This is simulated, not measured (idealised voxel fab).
Name of the process module below: voxel lift off
In the cross-section labelled cut, the width is 230 nm and each square cell is 5 nm.
Each cross-section below is a grid of square cells, stated as bands in top-down order, with one or more rows of cells making up each band.
Each band's line starts with the height of the band's top and of its bottom, in nm. Then come its materials from left to right, each with its width in nm. One material with "all across" fills the band from edge to edge. "empty" is empty space.
Heads up on the height convention: 0 is the point under which the incoming wafer is all one material, and the lowest band has no bottom, it just keeps going down, like "z 0 and below".
Think of "30->40" as a width that walks from the first number to the second as you go down the band, top row to bottom row, taking equal-sized steps from row to row.
Reading "all unchanged" for a step: not a cell of the cross-section changed in it.
Each empty space that has no open way to the top and spans at least 8 cells appears under "Fully sealed voids" as width x height at distance, the distance counted from the left edge, all in nm.
Formally, on a step line, whatever follows the settings is a remark that the simulator itself makes on the step.
"overlay nm" on a masked step: distance the mask lay right of its planned place, negative for left.
-- Process steps foreseen in the plan
step 1: op RECEIVE | material Si
step 2: op CONFORMAL_DEP | material SiN | thk nm 5
step 3: op PATTERN | tone open | mask id LINES | material resist | width nm 20 | pitch nm 55 | thk nm 15 | overlay nm 0
step 4: op DIRECTIONAL_DEP | material Ru | thk nm 5
step 5: op STRIP | etch materials resist
step 6: op CONFORMAL_DEP | material SiO2 | thk nm 10
Quick note for whoever runs this: the wafers start identical, but the width nm at step 3 isn't the same across them. The plan just shows what the first wafer had.
-- As-received cross-section, first of several wafers, post step 1
* z 0 and below  Si all across
* Fully sealed voids: none
-- Module finished, last step 6 done: cross-section of the first of several wafers
* z 20 to 15  empty 40 nm, then SiO2 40 nm, then empty 15 nm, then SiO2 40 nm, then empty 15 nm, then SiO2 40 nm, then empty 40 nm
* z 15 to 10  SiO2 all across
* z 10 to 5  SiO2 50 nm, then Ru 20 nm, then SiO2 35 nm, then Ru 20 nm, then SiO2 35 nm, then Ru 20 nm, then SiO2 50 nm
* z 5 to 0  SiN all across
* z 0 and below  Si all across
* Fully sealed voids: none
-- Module end, final wafer: cross-section
* z 20 to 15  empty 30 nm, then SiO2 170 nm, then empty 30 nm
* z 15 to 10  SiO2 all across
* z 10 to 5  SiO2 40 nm, then Ru 40 nm, then SiO2 15 nm, then Ru 40 nm, then SiO2 15 nm, then Ru 40 nm, then SiO2 40 nm
* z 5 to 0  SiN all across
* z 0 and below  Si all across
* Fully sealed voids: none
-- Note: the following table is arranged by wafer, a row apiece. Each row reports the end-of-module state: per material, cells gained (+) or cells lost (-) compared with the wafer as received; closed voids follow
width nm 20; +12 Ru; +46 SiN; +104 SiO2; Fully sealed voids: none
width nm 25; +15 Ru; +46 SiN; +104 SiO2; Fully sealed voids: none
width nm 30; +18 Ru; +46 SiN; +104 SiO2; Fully sealed voids: none
width nm 35; +21 Ru; +46 SiN; +104 SiO2; Fully sealed voids: none
width nm 40; +24 Ru; +46 SiN; +102 SiO2; Fully sealed voids: none
